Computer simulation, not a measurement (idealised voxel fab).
The following process module bears the name voxel fin reveal.
Each square cell in cross-section cut measures 5 nm, and the section as a whole is 215 nm wide.
Cross-section spec: square-cell grid; bands listed top down; each band is one or more rows.
Each band's line starts with the height of the band's top and of its bottom, in nm. Then come its materials from left to right, each with its width in nm. One material with "everywhere" fills the band from edge to edge. "blank" is empty space.
Counting heights begins at 0, where everything beneath is, in the wafer as received, one material. The lowest band has no bottom; it goes on downwards, as "z 0 and below" shows.
So if you see something like "30..40" for the width, read it as the top row of the band sitting at the first number and the bottom row at the second, with every row in between moving by the same amount as the last.
For the purposes of this document, the phrase "remains unaltered" attached to a step denotes that no cell within the cross-section was modified by that step.
Look at "Trapped cavities" for the closed voids: empty spaces with no open path to the top, sized 8 cells or up. Each is width x height at distance, distance from the left edge, all nm.
What comes after the settings on a step's line is commentary from the simulator itself on that step.
Regarding "overlay nm": on a step with a mask, it is the distance the mask lay to the right of its planned place; a negative value places it to the left.

Planned step list for the process
1: op RECEIVE | material Si
2: op CONFORMAL_DEP | material SiN | thk nm 10
3: op MASKED_ETCH | tone cover | mask id FINS | width nm 15 | pitch nm 35 | etch materials SiN | depth nm 10 | overlay nm 0
4: op MASKED_ETCH | tone cover | mask id FINS | width nm 15 | pitch nm 35 | etch materials Si | depth nm 35 | overlay nm 0
5: op FILL_DEP | material SiO2 | thk nm 10
6: op CMP | height nm 10
7: op SELECTIVE_ETCH | etch materials SiO2 | depth nm 20
8: op STRIP | etch materials SiN
9: op CONFORMAL_DEP | material SiO2 | thk nm 5

What follows covers the first of two wafers; it ran as planned

This is the cross-section of the wafer as we received it, i.e. after step 1
* z 0 and below = Si everywhere
* Trapped cavities: none

So this is the wafer cross-section right after step 2
* z 10 to 0 = SiN everywhere
* At heights below 0, the structure remains unaltered.

So this is the wafer cross-section right after step 3
* z 10 to 0 = 80 blank; 15 SiN; 20 blank; 15 SiN; 85 blank
* At heights below 0, the structure remains unaltered.

So this is the wafer cross-section right after step 4
* z 10 to 0 = 80 blank; 15 SiN; 20 blank; 15 SiN; 85 blank
* z 0 to -35 = 80 blank; 15 Si; 20 blank; 15 Si; 85 blank
* At heights below -35, the structure remains unaltered.

So this is the wafer cross-section right after step 5
* z 20 to 10 = SiO2 everywhere
* z 10 to 0 = 80 SiO2; 15 SiN; 20 SiO2; 15 SiN; 85 SiO2
* z 0 to -35 = 80 SiO2; 15 Si; 20 SiO2; 15 Si; 85 SiO2
* At heights below -35, the structure remains unaltered.

So this is the wafer cross-section right after step 6
* z 10 to 0 = 80 SiO2; 15 SiN; 20 SiO2; 15 SiN; 85 SiO2
* At heights below 0, the structure remains unaltered.

So this is the wafer cross-section right after step 7
* z 10 to 0 = 80 blank; 15 SiN; 20 blank; 15 SiN; 85 blank
* z 0 to -10 = 80 blank; 15 Si; 20 blank; 15 Si; 85 blank
* At heights below -10, the structure remains unaltered.

So this is the wafer cross-section right after step 8
* z 0 to -10 = 80 blank; 15 Si; 20 blank; 15 Si; 85 blank
* At heights below -10, the structure remains unaltered.

So this is the wafer cross-section right after step 9
* z 5 to 0 = 75 blank; 25 SiO2; 10 blank; 25 SiO2; 80 blank
* z 0 to -5 = 75 blank; 5 SiO2; 15 Si; 5 SiO2; 10 blank; 5 SiO2; 15 Si; 5 SiO2; 80 blank
* z -5 to -35 = 80 SiO2; 15 Si; 20 SiO2; 15 Si; 85 SiO2
* At heights below -35, the structure remains unaltered.

Notes, second wafer: start = first wafer's, plan = first wafer's, execution had one mistake; history identical to first through step 3

The second wafer cut through, at the time step 4 was supposed to be finished
* z 10 to 0 = 80 blank; 15 SiN; 20 blank; 15 SiN; 85 blank
* z 0 to -45 = 80 blank; 15 Si; 20 blank; 15 Si; 85 blank
* At heights below -45, the structure remains unaltered.

The second wafer cut through, at the time step 5 was supposed to be finished
* z 20 to 10 = SiO2 everywhere
* z 10 to 0 = 80 SiO2; 15 SiN; 20 SiO2; 15 SiN; 85 SiO2
* z 0 to -45 = 80 SiO2; 15 Si; 20 SiO2; 15 Si; 85 SiO2
* At heights below -45, the structure remains unaltered.

The second wafer cut through, at the time step 6 was supposed to be finished
* z 10 to 0 = 80 SiO2; 15 SiN; 20 SiO2; 15 SiN; 85 SiO2
* At heights below 0, the structure remains unaltered.

The second wafer cut through, at the time step 7 was supposed to be finished
* z 10 to 0 = 80 blank; 15 SiN; 20 blank; 15 SiN; 85 blank
* z 0 to -10 = 80 blank; 15 Si; 20 blank; 15 Si; 85 blank
* At heights below -10, the structure remains unaltered.

The second wafer cut through, at the time step 8 was supposed to be finished
* z 0 to -10 = 80 blank; 15 Si; 20 blank; 15 Si; 85 blank
* At heights below -10, the structure remains unaltered.

The second wafer cut through, at the time step 9 was supposed to be finished
* z 5 to 0 = 75 blank; 25 SiO2; 10 blank; 25 SiO2; 80 blank
* z 0 to -5 = 75 blank; 5 SiO2; 15 Si; 5 SiO2; 10 blank; 5 SiO2; 15 Si; 5 SiO2; 80 blank
* z -5 to -45 = 80 SiO2; 15 Si; 20 SiO2; 15 Si; 85 SiO2
* At heights below -45, the structure remains unaltered.
In executing the process, a mistake was made relative to the plan: step 4 ran with different settings than intended, the actual operation and settings being op MASKED_ETCH | tone cover | mask id FINS | width nm 15 | pitch nm 35 | etch materials Si | depth nm 45 | overlay nm 0
End of process, cell counts, second wafer against first, materials with more or fewer: Si: 74 fewer | SiO2: 74 more
